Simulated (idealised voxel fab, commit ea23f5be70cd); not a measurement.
You're looking at the process module voxel transistor to metal.
The cross-section on display is named cut; it measures 270 nm wide, and its cells are 5 nm squares.
Just so we're on the same page, the cross-sections are grids of square cells, and they're listed out in bands top to bottom, each band one or more rows deep.
It is stipulated that each band's entry specify, in nanometres, the height of the top of the band and then that of its bottom, followed by the materials of the band in left-to-right sequence, each together with its width in nanometres. A single material marked by the word "all across" is understood to fill the band from edge to edge; the word "empty" is understood to denote empty space.
All heights in this document are referenced to 0, defined as the level beneath which the wafer, as received, consists entirely of one material. The lowest band is not bounded below; it extends indefinitely downward and is written in the form "0 -> down".
Per-row width for "30 to 40": begins at first number (top row of band), ends at second number (bottom row), increment between rows held constant.
When a step is marked "left unchanged", none of the cells in the cross-section changed during that step.
Reported under the label "Closed-off voids" are the empty spaces having no open way to the top and comprising 8 cells or more; the notation for each is width x height at distance, in which the distance is measured from the left edge and all three values are in nm.
Past the settings on a step's line: simulator remark, on that step.
The setting "overlay nm" may be written on the line of a step. When the step uses a mask, the value reports how far to the right of the planned place the mask lay, and a negative value reports that it lay to the left.
Below is the list of planned process steps:
| 1 | RECEIVE (material Si) |
| 2 | CONFORMAL_DEP (material SiO2; thk nm 5) |
| 3 | CONFORMAL_DEP (material SiN; thk nm 15) |
| 4 | DIRECTIONAL_DEP (material aC; thk nm 15) |
| 5 | PATTERN (tone cover; mask id ACTIVE; material resist; width nm 105; pitch nm 135; thk nm 30; overlay nm 0) |
| 6 | DIRECTIONAL_ETCH (etch materials aC; depth nm 15) |
| 7 | STRIP (etch materials resist) |
| 8 | DIRECTIONAL_ETCH (etch materials SiN; depth nm 15) |
| 9 | DIRECTIONAL_ETCH (etch materials SiO2; depth nm 5) |
| 10 | DIRECTIONAL_ETCH (etch materials Si; depth nm 25) |
| 11 | STRIP (etch materials aC) |
| 12 | OXIDIZE (depth nm 5) |
| 13 | FILL_DEP (material SiO2; thk nm 5) |
| 14 | CMP (height nm 20) |
| 15 | SELECTIVE_ETCH (etch materials SiO2; depth nm 5) |
| 16 | STRIP (etch materials SiN) |
| 17 | SELECTIVE_ETCH (etch materials SiO2; depth nm 5) |
| 18 | OXIDIZE (depth nm 5) |
| 19 | DIRECTIONAL_DEP (material polySi; thk nm 20) |
| 20 | DIRECTIONAL_DEP (material SiCN; thk nm 10) |
| 21 | MASKED_ETCH (tone cover; mask id GATE; width nm 25; pitch nm 135; etch materials SiCN; depth nm 20; overlay nm 0) |
| 22 | MASKED_ETCH (tone cover; mask id GATE; width nm 25; pitch nm 135; etch materials polySi; depth nm 30; overlay nm 0) |
| 23 | CONFORMAL_DEP (material SiN; thk nm 5) |
| 24 | DIRECTIONAL_ETCH (etch materials SiN; depth nm 5) |
| 25 | DIRECTIONAL_ETCH (etch materials SiO2; depth nm 5) |
| 26 | DIRECTIONAL_ETCH (etch materials Si; depth nm 10) |
| 27 | EPI (material pSi; thk nm 15) |
| 28 | FILL_DEP (material SiO2; thk nm 10) |
| 29 | CMP (height nm 30) |
| 30 | DIRECTIONAL_DEP (material SiO2; thk nm 10) |
| 31 | PATTERN (tone open; mask id CONTACT; material resist; width nm 25; thk nm 20; overlay nm 0) |
| 32 | DIRECTIONAL_ETCH (etch materials SiO2; depth nm 40) |
| 33 | STRIP (etch materials resist) |
| 34 | CONFORMAL_DEP (material TiN; thk nm 5) |
| 35 | FILL_DEP (material Ru; thk nm 5) |
| 36 | CMP (height nm 40) |
| 37 | CONFORMAL_DEP (material SiN; thk nm 5) |
| 38 | DIRECTIONAL_DEP (material lowk; thk nm 25) |
| 39 | PATTERN (tone open; mask id METAL_1; material resist; width nm 15; thk nm 20; overlay nm 0) |
| 40 | DIRECTIONAL_ETCH (etch materials lowk; depth nm 25) |
| 41 | DIRECTIONAL_ETCH (etch materials SiN; depth nm 5) |
| 42 | STRIP (etch materials resist) |
| 43 | CONFORMAL_DEP (material TiN; thk nm 5) |
| 44 | FILL_DEP (material Ru; thk nm 5) |
| 45 | CMP (height nm 70) |
| 46 | CONFORMAL_DEP (material SiCN; thk nm 5) |
On the first of the two wafers: run conducted according to plan:
as received, after step 1:
0 -> down = Si all across
Closed-off voids: none
The wafer, seen in cross-section, after step 2:
5 -> 0 = SiO2 all across
Note: structure below 0 unchanged.
The wafer, seen in cross-section, after step 3:
20 -> 5 = SiN all across
Note: structure below 5 unchanged.
The wafer, seen in cross-section, after step 4:
35 -> 20 = aC all across
Note: structure below 20 unchanged.
The wafer, seen in cross-section, after step 5:
65 -> 35 = empty 15 nm / resist 105 nm / empty 30 nm / resist 105 nm / empty 15 nm
Note: structure below 35 unchanged.
The wafer, seen in cross-section, after step 6:
50 -> 35 = empty 15 nm / resist 105 nm / empty 30 nm / resist 105 nm / empty 15 nm
35 -> 20 = empty 15 nm / aC 105 nm / empty 30 nm / aC 105 nm / empty 15 nm
Note: structure below 20 unchanged.
The wafer, seen in cross-section, after step 7:
35 -> 20 = empty 15 nm / aC 105 nm / empty 30 nm / aC 105 nm / empty 15 nm
Note: structure below 20 unchanged.
The wafer, seen in cross-section, after step 8:
35 -> 20 = empty 15 nm / aC 105 nm / empty 30 nm / aC 105 nm / empty 15 nm
20 -> 5 = empty 15 nm / SiN 105 nm / empty 30 nm / SiN 105 nm / empty 15 nm
Note: structure below 5 unchanged.
The wafer, seen in cross-section, after step 9:
35 -> 20 = empty 15 nm / aC 105 nm / empty 30 nm / aC 105 nm / empty 15 nm
20 -> 5 = empty 15 nm / SiN 105 nm / empty 30 nm / SiN 105 nm / empty 15 nm
5 -> 0 = empty 15 nm / SiO2 105 nm / empty 30 nm / SiO2 105 nm / empty 15 nm
Note: structure below 0 unchanged.
The wafer, seen in cross-section, after step 10:
35 -> 20 = empty 15 nm / aC 105 nm / empty 30 nm / aC 105 nm / empty 15 nm
20 -> 5 = empty 15 nm / SiN 105 nm / empty 30 nm / SiN 105 nm / empty 15 nm
5 -> 0 = empty 15 nm / SiO2 105 nm / empty 30 nm / SiO2 105 nm / empty 15 nm
0 -> -25 = empty 15 nm / Si 105 nm / empty 30 nm / Si 105 nm / empty 15 nm
Note: structure below -25 unchanged.
The wafer, seen in cross-section, after step 11:
20 -> 5 = empty 15 nm / SiN 105 nm / empty 30 nm / SiN 105 nm / empty 15 nm
Note: structure below 5 unchanged.
The wafer, seen in cross-section, after step 12:
20 -> 5 = empty 15 nm / SiN 105 nm / empty 30 nm / SiN 105 nm / empty 15 nm
5 -> 0 = empty 15 nm / SiO2 105 nm / empty 30 nm / SiO2 105 nm / empty 15 nm
0 -> -25 = empty 15 nm / SiO2 5 nm / Si 95 nm / SiO2 5 nm / empty 30 nm / SiO2 5 nm / Si 95 nm / SiO2 5 nm / empty 15 nm
-25 -> -30 = SiO2 20 nm / Si 95 nm / SiO2 40 nm / Si 95 nm / SiO2 20 nm
Note: structure below -30 unchanged.
The wafer, seen in cross-section, after step 13:
25 -> 20 = SiO2 all across
20 -> 5 = SiO2 15 nm / SiN 105 nm / SiO2 30 nm / SiN 105 nm / SiO2 15 nm
5 -> 0 = SiO2 all across
0 -> -30 = SiO2 20 nm / Si 95 nm / SiO2 40 nm / Si 95 nm / SiO2 20 nm
Note: structure below -30 unchanged.
The wafer, seen in cross-section, after step 14:
20 -> 5 = SiO2 15 nm / SiN 105 nm / SiO2 30 nm / SiN 105 nm / SiO2 15 nm
Note: structure below 5 unchanged.
The wafer, seen in cross-section, after step 15:
20 -> 15 = empty 15 nm / SiN 105 nm / empty 30 nm / SiN 105 nm / empty 15 nm
Note: structure below 15 unchanged.
The wafer, seen in cross-section, after step 16:
15 -> 5 = SiO2 15 nm / empty 105 nm / SiO2 30 nm / empty 105 nm / SiO2 15 nm
Note: structure below 5 unchanged.
The wafer, seen in cross-section, after step 17:
10 -> 0 = SiO2 10 nm / empty 115 nm / SiO2 20 nm / empty 115 nm / SiO2 10 nm
Note: structure below 0 unchanged.
The wafer, seen in cross-section, after step 18:
10 -> 0 = SiO2 10 nm / empty 115 nm / SiO2 20 nm / empty 115 nm / SiO2 10 nm
0 -> -5 = SiO2 all across
Note: structure below -5 unchanged.
The wafer, seen in cross-section, after step 19:
30 -> 20 = polySi 10 nm / empty 115 nm / polySi 20 nm / empty 115 nm / polySi 10 nm
20 -> 10 = polySi all across
10 -> 0 = SiO2 10 nm / polySi 115 nm / SiO2 20 nm / polySi 115 nm / SiO2 10 nm
Note: structure below 0 unchanged.
The wafer, seen in cross-section, after step 20:
40 -> 30 = SiCN 10 nm / empty 115 nm / SiCN 20 nm / empty 115 nm / SiCN 10 nm
30 -> 20 = polySi 10 nm / SiCN 115 nm / polySi 20 nm / SiCN 115 nm / polySi 10 nm
Note: structure below 20 unchanged.
The wafer, seen in cross-section, after step 21:
30 -> 20 = polySi 10 nm / empty 45 nm / SiCN 25 nm / empty 45 nm / polySi 20 nm / empty 45 nm / SiCN 25 nm / empty 45 nm / polySi 10 nm
Note: structure below 20 unchanged.
The wafer, seen in cross-section, after step 22:
30 -> 20 = empty 55 nm / SiCN 25 nm / empty 110 nm / SiCN 25 nm / empty 55 nm
20 -> 10 = empty 55 nm / polySi 25 nm / empty 110 nm / polySi 25 nm / empty 55 nm
10 -> 0 = SiO2 10 nm / empty 45 nm / polySi 25 nm / empty 45 nm / SiO2 20 nm / empty 45 nm / polySi 25 nm / empty 45 nm / SiO2 10 nm
Note: structure below 0 unchanged.
The wafer, seen in cross-section, after step 23:
35 -> 30 = empty 50 nm / SiN 35 nm / empty 100 nm / SiN 35 nm / empty 50 nm
30 -> 20 = empty 50 nm / SiN 5 nm / SiCN 25 nm / SiN 5 nm / empty 100 nm / SiN 5 nm / SiCN 25 nm / SiN 5 nm / empty 50 nm
20 -> 15 = empty 50 nm / SiN 5 nm / polySi 25 nm / SiN 5 nm / empty 100 nm / SiN 5 nm / polySi 25 nm / SiN 5 nm / empty 50 nm
15 -> 10 = SiN 15 nm / empty 35 nm / SiN 5 nm / polySi 25 nm / SiN 5 nm / empty 35 nm / SiN 30 nm / empty 35 nm / SiN 5 nm / polySi 25 nm / SiN 5 nm / empty 35 nm / SiN 15 nm
10 -> 5 = SiO2 10 nm / SiN 5 nm / empty 35 nm / SiN 5 nm / polySi 25 nm / SiN 5 nm / empty 35 nm / SiN 5 nm / SiO2 20 nm / SiN 5 nm / empty 35 nm / SiN 5 nm / polySi 25 nm / SiN 5 nm / empty 35 nm / SiN 5 nm / SiO2 10 nm
5 -> 0 = SiO2 10 nm / SiN 45 nm / polySi 25 nm / SiN 45 nm / SiO2 20 nm / SiN 45 nm / polySi 25 nm / SiN 45 nm / SiO2 10 nm
Note: structure below 0 unchanged.
The wafer, seen in cross-section, after step 24:
30 -> 20 = empty 50 nm / SiN 5 nm / SiCN 25 nm / SiN 5 nm / empty 100 nm / SiN 5 nm / SiCN 25 nm / SiN 5 nm / empty 50 nm
20 -> 10 = empty 50 nm / SiN 5 nm / polySi 25 nm / SiN 5 nm / empty 100 nm / SiN 5 nm / polySi 25 nm / SiN 5 nm / empty 50 nm
10 -> 0 = SiO2 10 nm / SiN 5 nm / empty 35 nm / SiN 5 nm / polySi 25 nm / SiN 5 nm / empty 35 nm / SiN 5 nm / SiO2 20 nm / SiN 5 nm / empty 35 nm / SiN 5 nm / polySi 25 nm / SiN 5 nm / empty 35 nm / SiN 5 nm / SiO2 10 nm
Note: structure below 0 unchanged.
The wafer, seen in cross-section, after step 25:
30 -> 20 = empty 50 nm / SiN 5 nm / SiCN 25 nm / SiN 5 nm / empty 100 nm / SiN 5 nm / SiCN 25 nm / SiN 5 nm / empty 50 nm
20 -> 10 = empty 50 nm / SiN 5 nm / polySi 25 nm / SiN 5 nm / empty 100 nm / SiN 5 nm / polySi 25 nm / SiN 5 nm / empty 50 nm
10 -> 5 = empty 10 nm / SiN 5 nm / empty 35 nm / SiN 5 nm / polySi 25 nm / SiN 5 nm / empty 35 nm / SiN 5 nm / empty 20 nm / SiN 5 nm / empty 35 nm / SiN 5 nm / polySi 25 nm / SiN 5 nm / empty 35 nm / SiN 5 nm / empty 10 nm
5 -> 0 = SiO2 10 nm / SiN 5 nm / empty 35 nm / SiN 5 nm / polySi 25 nm / SiN 5 nm / empty 35 nm / SiN 5 nm / SiO2 20 nm / SiN 5 nm / empty 35 nm / SiN 5 nm / polySi 25 nm / SiN 5 nm / empty 35 nm / SiN 5 nm / SiO2 10 nm
0 -> -5 = SiO2 15 nm / empty 35 nm / SiO2 35 nm / empty 35 nm / SiO2 30 nm / empty 35 nm / SiO2 35 nm / empty 35 nm / SiO2 15 nm
Note: structure below -5 unchanged.
The wafer, seen in cross-section, after step 26:
30 -> 20 = empty 50 nm / SiN 5 nm / SiCN 25 nm / SiN 5 nm / empty 100 nm / SiN 5 nm / SiCN 25 nm / SiN 5 nm / empty 50 nm
20 -> 10 = empty 50 nm / SiN 5 nm / polySi 25 nm / SiN 5 nm / empty 100 nm / SiN 5 nm / polySi 25 nm / SiN 5 nm / empty 50 nm
10 -> 5 = empty 10 nm / SiN 5 nm / empty 35 nm / SiN 5 nm / polySi 25 nm / SiN 5 nm / empty 35 nm / SiN 5 nm / empty 20 nm / SiN 5 nm / empty 35 nm / SiN 5 nm / polySi 25 nm / SiN 5 nm / empty 35 nm / SiN 5 nm / empty 10 nm
5 -> 0 = SiO2 10 nm / SiN 5 nm / empty 35 nm / SiN 5 nm / polySi 25 nm / SiN 5 nm / empty 35 nm / SiN 5 nm / SiO2 20 nm / SiN 5 nm / empty 35 nm / SiN 5 nm / polySi 25 nm / SiN 5 nm / empty 35 nm / SiN 5 nm / SiO2 10 nm
0 -> -5 = SiO2 15 nm / empty 35 nm / SiO2 35 nm / empty 35 nm / SiO2 30 nm / empty 35 nm / SiO2 35 nm / empty 35 nm / SiO2 15 nm
-5 -> -15 = SiO2 20 nm / empty 30 nm / Si 35 nm / empty 30 nm / SiO2 40 nm / empty 30 nm / Si 35 nm / empty 30 nm / SiO2 20 nm
Note: structure below -15 unchanged.
The wafer, seen in cross-section, after step 27:
30 -> 20 = empty 50 nm / SiN 5 nm / SiCN 25 nm / SiN 5 nm / empty 100 nm / SiN 5 nm / SiCN 25 nm / SiN 5 nm / empty 50 nm
20 -> 10 = empty 50 nm / SiN 5 nm / polySi 25 nm / SiN 5 nm / empty 100 nm / SiN 5 nm / polySi 25 nm / SiN 5 nm / empty 50 nm
10 -> 5 = empty 10 nm / SiN 5 nm / empty 20 nm / pSi 15 nm / SiN 5 nm / polySi 25 nm / SiN 5 nm / pSi 15 nm / empty 20 nm / SiN 5 nm / empty 20 nm / SiN 5 nm / empty 20 nm / pSi 15 nm / SiN 5 nm / polySi 25 nm / SiN 5 nm / pSi 15 nm / empty 20 nm / SiN 5 nm / empty 10 nm
5 -> 0 = SiO2 10 nm / SiN 5 nm / empty 20 nm / pSi 15 nm / SiN 5 nm / polySi 25 nm / SiN 5 nm / pSi 15 nm / empty 20 nm / SiN 5 nm / SiO2 20 nm / SiN 5 nm / empty 20 nm / pSi 15 nm / SiN 5 nm / polySi 25 nm / SiN 5 nm / pSi 15 nm / empty 20 nm / SiN 5 nm / SiO2 10 nm
0 -> -5 = SiO2 15 nm / pSi 35 nm / SiO2 35 nm / pSi 35 nm / SiO2 30 nm / pSi 35 nm / SiO2 35 nm / pSi 35 nm / SiO2 15 nm
-5 -> -15 = SiO2 20 nm / pSi 30 nm / Si 35 nm / pSi 30 nm / SiO2 40 nm / pSi 30 nm / Si 35 nm / pSi 30 nm / SiO2 20 nm
Note: structure below -15 unchanged.
The wafer, seen in cross-section, after step 28:
40 -> 30 = SiO2 all across
30 -> 20 = SiO2 50 nm / SiN 5 nm / SiCN 25 nm / SiN 5 nm / SiO2 100 nm / SiN 5 nm / SiCN 25 nm / SiN 5 nm / SiO2 50 nm
20 -> 10 = SiO2 50 nm / SiN 5 nm / polySi 25 nm / SiN 5 nm / SiO2 100 nm / SiN 5 nm / polySi 25 nm / SiN 5 nm / SiO2 50 nm
10 -> 0 = SiO2 10 nm / SiN 5 nm / SiO2 20 nm / pSi 15 nm / SiN 5 nm / polySi 25 nm / SiN 5 nm / pSi 15 nm / SiO2 20 nm / SiN 5 nm / SiO2 20 nm / SiN 5 nm / SiO2 20 nm / pSi 15 nm / SiN 5 nm / polySi 25 nm / SiN 5 nm / pSi 15 nm / SiO2 20 nm / SiN 5 nm / SiO2 10 nm
Note: structure below 0 unchanged.
The wafer, seen in cross-section, after step 29:
30 -> 20 = SiO2 50 nm / SiN 5 nm / SiCN 25 nm / SiN 5 nm / SiO2 100 nm / SiN 5 nm / SiCN 25 nm / SiN 5 nm / SiO2 50 nm
Note: structure below 20 unchanged.
The wafer, seen in cross-section, after step 30:
40 -> 30 = SiO2 all across
Note: structure below 30 unchanged.
The wafer, seen in cross-section, after step 31:
60 -> 40 = resist 25 nm / empty 25 nm / resist 35 nm / empty 25 nm / resist 50 nm / empty 25 nm / resist 35 nm / empty 25 nm / resist 25 nm
Note: structure below 40 unchanged.
The wafer, seen in cross-section, after step 32:
60 -> 40 = resist 25 nm / empty 25 nm / resist 35 nm / empty 25 nm / resist 50 nm / empty 25 nm / resist 35 nm / empty 25 nm / resist 25 nm
40 -> 30 = SiO2 25 nm / empty 25 nm / SiO2 35 nm / empty 25 nm / SiO2 50 nm / empty 25 nm / SiO2 35 nm / empty 25 nm / SiO2 25 nm
30 -> 20 = SiO2 25 nm / empty 25 nm / SiN 5 nm / SiCN 25 nm / SiN 5 nm / empty 25 nm / SiO2 50 nm / empty 25 nm / SiN 5 nm / SiCN 25 nm / SiN 5 nm / empty 25 nm / SiO2 25 nm
20 -> 10 = SiO2 25 nm / empty 25 nm / SiN 5 nm / polySi 25 nm / SiN 5 nm / empty 25 nm / SiO2 50 nm / empty 25 nm / SiN 5 nm / polySi 25 nm / SiN 5 nm / empty 25 nm / SiO2 25 nm
10 -> 0 = SiO2 10 nm / SiN 5 nm / SiO2 10 nm / empty 10 nm / pSi 15 nm / SiN 5 nm / polySi 25 nm / SiN 5 nm / pSi 15 nm / empty 10 nm / SiO2 10 nm / SiN 5 nm / SiO2 20 nm / SiN 5 nm / SiO2 10 nm / empty 10 nm / pSi 15 nm / SiN 5 nm / polySi 25 nm / SiN 5 nm / pSi 15 nm / empty 10 nm / SiO2 10 nm / SiN 5 nm / SiO2 10 nm
Note: structure below 0 unchanged.
The wafer, seen in cross-section, after step 33:
40 -> 30 = SiO2 25 nm / empty 25 nm / SiO2 35 nm / empty 25 nm / SiO2 50 nm / empty 25 nm / SiO2 35 nm / empty 25 nm / SiO2 25 nm
Note: structure below 30 unchanged.
The wafer, seen in cross-section, after step 34:
45 -> 40 = TiN 30 nm / empty 15 nm / TiN 45 nm / empty 15 nm / TiN 60 nm / empty 15 nm / TiN 45 nm / empty 15 nm / TiN 30 nm
40 -> 30 = SiO2 25 nm / TiN 5 nm / empty 15 nm / TiN 5 nm / SiO2 35 nm / TiN 5 nm / empty 15 nm / TiN 5 nm / SiO2 50 nm / TiN 5 nm / empty 15 nm / TiN 5 nm / SiO2 35 nm / TiN 5 nm / empty 15 nm / TiN 5 nm / SiO2 25 nm
30 -> 20 = SiO2 25 nm / TiN 5 nm / empty 15 nm / TiN 5 nm / SiN 5 nm / SiCN 25 nm / SiN 5 nm / TiN 5 nm / empty 15 nm / TiN 5 nm / SiO2 50 nm / TiN 5 nm / empty 15 nm / TiN 5 nm / SiN 5 nm / SiCN 25 nm / SiN 5 nm / TiN 5 nm / empty 15 nm / TiN 5 nm / SiO2 25 nm
20 -> 15 = SiO2 25 nm / TiN 5 nm / empty 15 nm / TiN 5 nm / SiN 5 nm / polySi 25 nm / SiN 5 nm / TiN 5 nm / empty 15 nm / TiN 5 nm / SiO2 50 nm / TiN 5 nm / empty 15 nm / TiN 5 nm / SiN 5 nm / polySi 25 nm / SiN 5 nm / TiN 5 nm / empty 15 nm / TiN 5 nm / SiO2 25 nm
15 -> 10 = SiO2 25 nm / TiN 25 nm / SiN 5 nm / polySi 25 nm / SiN 5 nm / TiN 25 nm / SiO2 50 nm / TiN 25 nm / SiN 5 nm / polySi 25 nm / SiN 5 nm / TiN 25 nm / SiO2 25 nm
10 -> 0 = SiO2 10 nm / SiN 5 nm / SiO2 10 nm / TiN 10 nm / pSi 15 nm / SiN 5 nm / polySi 25 nm / SiN 5 nm / pSi 15 nm / TiN 10 nm / SiO2 10 nm / SiN 5 nm / SiO2 20 nm / SiN 5 nm / SiO2 10 nm / TiN 10 nm / pSi 15 nm / SiN 5 nm / polySi 25 nm / SiN 5 nm / pSi 15 nm / TiN 10 nm / SiO2 10 nm / SiN 5 nm / SiO2 10 nm
Note: structure below 0 unchanged.
The wafer, seen in cross-section, after step 35:
50 -> 45 = Ru all across
45 -> 40 = TiN 30 nm / Ru 15 nm / TiN 45 nm / Ru 15 nm / TiN 60 nm / Ru 15 nm / TiN 45 nm / Ru 15 nm / TiN 30 nm
40 -> 30 = SiO2 25 nm / TiN 5 nm / Ru 15 nm / TiN 5 nm / SiO2 35 nm / TiN 5 nm / Ru 15 nm / TiN 5 nm / SiO2 50 nm / TiN 5 nm / Ru 15 nm / TiN 5 nm / SiO2 35 nm / TiN 5 nm / Ru 15 nm / TiN 5 nm / SiO2 25 nm
30 -> 20 = SiO2 25 nm / TiN 5 nm / Ru 15 nm / TiN 5 nm / SiN 5 nm / SiCN 25 nm / SiN 5 nm / TiN 5 nm / Ru 15 nm / TiN 5 nm / SiO2 50 nm / TiN 5 nm / Ru 15 nm / TiN 5 nm / SiN 5 nm / SiCN 25 nm / SiN 5 nm / TiN 5 nm / Ru 15 nm / TiN 5 nm / SiO2 25 nm
20 -> 15 = SiO2 25 nm / TiN 5 nm / Ru 15 nm / TiN 5 nm / SiN 5 nm / polySi 25 nm / SiN 5 nm / TiN 5 nm / Ru 15 nm / TiN 5 nm / SiO2 50 nm / TiN 5 nm / Ru 15 nm / TiN 5 nm / SiN 5 nm / polySi 25 nm / SiN 5 nm / TiN 5 nm / Ru 15 nm / TiN 5 nm / SiO2 25 nm
Note: structure below 15 unchanged.
The wafer, seen in cross-section, after step 36:
40 -> 30 = SiO2 25 nm / TiN 5 nm / Ru 15 nm / TiN 5 nm / SiO2 35 nm / TiN 5 nm / Ru 15 nm / TiN 5 nm / SiO2 50 nm / TiN 5 nm / Ru 15 nm / TiN 5 nm / SiO2 35 nm / TiN 5 nm / Ru 15 nm / TiN 5 nm / SiO2 25 nm
Note: structure below 30 unchanged.
The wafer, seen in cross-section, after step 37:
45 -> 40 = SiN all across
Note: structure below 40 unchanged.
The wafer, seen in cross-section, after step 38:
70 -> 45 = lowk all across
Note: structure below 45 unchanged.
The wafer, seen in cross-section, after step 39:
90 -> 70 = resist 25 nm / empty 15 nm / resist 55 nm / empty 15 nm / resist 50 nm / empty 15 nm / resist 55 nm / empty 15 nm / resist 25 nm
Note: structure below 70 unchanged.
The wafer, seen in cross-section, after step 40:
90 -> 70 = resist 25 nm / empty 15 nm / resist 55 nm / empty 15 nm / resist 50 nm / empty 15 nm / resist 55 nm / empty 15 nm / resist 25 nm
70 -> 45 = lowk 25 nm / empty 15 nm / lowk 55 nm / empty 15 nm / lowk 50 nm / empty 15 nm / lowk 55 nm / empty 15 nm / lowk 25 nm
Note: structure below 45 unchanged.
The wafer, seen in cross-section, after step 41:
90 -> 70 = resist 25 nm / empty 15 nm / resist 55 nm / empty 15 nm / resist 50 nm / empty 15 nm / resist 55 nm / empty 15 nm / resist 25 nm
70 -> 45 = lowk 25 nm / empty 15 nm / lowk 55 nm / empty 15 nm / lowk 50 nm / empty 15 nm / lowk 55 nm / empty 15 nm / lowk 25 nm
45 -> 40 = SiN 25 nm / empty 15 nm / SiN 55 nm / empty 15 nm / SiN 50 nm / empty 15 nm / SiN 55 nm / empty 15 nm / SiN 25 nm
Note: structure below 40 unchanged.
The wafer, seen in cross-section, after step 42:
70 -> 45 = lowk 25 nm / empty 15 nm / lowk 55 nm / empty 15 nm / lowk 50 nm / empty 15 nm / lowk 55 nm / empty 15 nm / lowk 25 nm
Note: structure below 45 unchanged.
The wafer, seen in cross-section, after step 43:
75 -> 70 = TiN 30 nm / empty 5 nm / TiN 65 nm / empty 5 nm / TiN 60 nm / empty 5 nm / TiN 65 nm / empty 5 nm / TiN 30 nm
70 -> 45 = lowk 25 nm / TiN 5 nm / empty 5 nm / TiN 5 nm / lowk 55 nm / TiN 5 nm / empty 5 nm / TiN 5 nm / lowk 50 nm / TiN 5 nm / empty 5 nm / TiN 5 nm / lowk 55 nm / TiN 5 nm / empty 5 nm / TiN 5 nm / lowk 25 nm
45 -> 40 = SiN 25 nm / TiN 15 nm / SiN 55 nm / TiN 15 nm / SiN 50 nm / TiN 15 nm / SiN 55 nm / TiN 15 nm / SiN 25 nm
Note: structure below 40 unchanged.
The wafer, seen in cross-section, after step 44:
80 -> 75 = Ru all across
75 -> 70 = TiN 30 nm / Ru 5 nm / TiN 65 nm / Ru 5 nm / TiN 60 nm / Ru 5 nm / TiN 65 nm / Ru 5 nm / TiN 30 nm
70 -> 45 = lowk 25 nm / TiN 5 nm / Ru 5 nm / TiN 5 nm / lowk 55 nm / TiN 5 nm / Ru 5 nm / TiN 5 nm / lowk 50 nm / TiN 5 nm / Ru 5 nm / TiN 5 nm / lowk 55 nm / TiN 5 nm / Ru 5 nm / TiN 5 nm / lowk 25 nm
Note: structure below 45 unchanged.
The wafer, seen in cross-section, after step 45:
70 -> 45 = lowk 25 nm / TiN 5 nm / Ru 5 nm / TiN 5 nm / lowk 55 nm / TiN 5 nm / Ru 5 nm / TiN 5 nm / lowk 50 nm / TiN 5 nm / Ru 5 nm / TiN 5 nm / lowk 55 nm / TiN 5 nm / Ru 5 nm / TiN 5 nm / lowk 25 nm
Note: structure below 45 unchanged.
The wafer, seen in cross-section, after step 46:
75 -> 70 = SiCN all across
Note: structure below 70 unchanged.
Second Wafer (Identical Start and Plan, One Processing Error; Matches First Wafer Through Step 37):
The second wafer cut through, at the time step 38 was supposed to be finished:
70 -> 45 = polySi all across
Note: structure below 45 unchanged.
The second wafer cut through, at the time step 39 was supposed to be finished:
90 -> 70 = resist 25 nm / empty 15 nm / resist 55 nm / empty 15 nm / resist 50 nm / empty 15 nm / resist 55 nm / empty 15 nm / resist 25 nm
Note: structure below 70 unchanged.
The second wafer cut through, at the time step 40 was supposed to be finished: left unchanged
The second wafer cut through, at the time step 41 was supposed to be finished: left unchanged
The second wafer cut through, at the time step 42 was supposed to be finished:
70 -> 45 = polySi all across
Note: structure below 45 unchanged.
The second wafer cut through, at the time step 43 was supposed to be finished:
75 -> 70 = TiN all across
Note: structure below 70 unchanged.
The second wafer cut through, at the time step 44 was supposed to be finished:
80 -> 75 = Ru all across
Note: structure below 75 unchanged.
The second wafer cut through, at the time step 45 was supposed to be finished:
70 -> 45 = polySi all across
Note: structure below 45 unchanged.
The second wafer cut through, at the time step 46 was supposed to be finished:
75 -> 70 = SiCN all across
Note: structure below 70 unchanged.
Which mistake was made when the wafer was run? step 38 did not use the planned setting and instead ran as DIRECTIONAL_DEP (material polySi; thk nm 25)
The second wafer ends with more or fewer cells of some materials than the first, per final count: Ru: 20 fewer, SiN: 12 more, TiN: 52 fewer, lowk: 210 fewer, polySi: 270 more
